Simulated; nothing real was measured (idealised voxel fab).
You're looking at the process module voxel released beams.
We display cut, a cross-section 295 nm in width whose square cells are each 5 nm.
This document writes a cross-section as a grid whose cells are square, and gives it as bands, listed from the top down; one or more rows of cells form a band.
Top height, bottom height, nm. Materials left to right, width each, nm. Single material + "full width" = fills band edge to edge. "blank" = empty.
Note: height 0 marks the level under which the wafer is uniformly one material as received. Lowest band unbounded below, written "0..down".
Think of "30->40" as a width that walks from the first number to the second as you go down the band, top row to bottom row, taking equal-sized steps from row to row.
Given "remains unaltered" for a step, no cell of the cross-section differs between before and after that step.
The label "Closed voids list" introduces a list of the empty spaces, 8 cells or larger, that have no open way up to the top; each entry in it reads width x height at distance, where the distance is taken from the left edge and all three are stated in nm.
Post-settings text on a step line: simulator's own remark regarding the step.
overlay nm: right-of-plan distance of the mask on a masked step; negative values mean left-of-plan.
[The following list gives the planned process steps]
step 1: RECEIVE, material Si
step 2: CONFORMAL_DEP, material Al2O3, thk nm 5
step 3: DIRECTIONAL_DEP, material SiO2, thk nm 15
step 4: DIRECTIONAL_DEP, material aC, thk nm 15
step 5: PATTERN, tone open, mask id ANCHOR, material resist, width nm 30, thk nm 35, overlay nm 0
step 6: DIRECTIONAL_ETCH, etch materials aC, depth nm 15
step 7: STRIP, etch materials resist
step 8: DIRECTIONAL_ETCH, etch materials SiO2, depth nm 15
step 9: STRIP, etch materials aC
step 10: CONFORMAL_DEP, material SiN, thk nm 15
step 11: DIRECTIONAL_DEP, material aC, thk nm 15
step 12: PATTERN, tone cover, mask id BEAM, material resist, width nm 95, thk nm 30, overlay nm 0
step 13: DIRECTIONAL_ETCH, etch materials aC, depth nm 15
step 14: STRIP, etch materials resist
step 15: DIRECTIONAL_ETCH, etch materials SiN, depth nm 15
step 16: STRIP, etch materials aC
step 17: STRIP, etch materials SiO2
Quick note for whoever runs this: the wafers start identical, but the width nm at step 5 isn't the same across them. The plan just shows what the first wafer had.
[Received wafers, first of several: cross-section after step 1]
- 0..down: Si full width
- Closed voids list: none
[Cross-section, first of several wafers, end of module, after last step 17]
- 35..20: blank 95 nm | SiN 95 nm | blank 105 nm
- 20..5: blank 105 nm | SiN 30 nm | blank 160 nm
- 5..0: Al2O3 full width
- 0..down: Si full width
- Closed voids list: none
[The final wafer, sectioned at module end]
- 35..20: blank 95 nm | SiN 15 nm | blank 25 nm | SiN 55 nm | blank 105 nm
- 20..5: blank 95 nm | SiN 55 nm | blank 145 nm
- 5..0: Al2O3 full width
- 0..down: Si full width
- Closed voids list: none
[Table: wafers, a row each; end-of-module cell change per material since receipt, gain (+), loss (-); then closed voids]
width nm 30; +59 Al2O3; +75 SiN; Closed voids list: none
width nm 35; +59 Al2O3; +75 SiN; Closed voids list: none
width nm 40; +59 Al2O3; +75 SiN; Closed voids list: none
width nm 45; +59 Al2O3; +75 SiN; Closed voids list: none
width nm 50; +59 Al2O3; +75 SiN; Closed voids list: none
width nm 55; +59 Al2O3; +75 SiN; Closed voids list: none
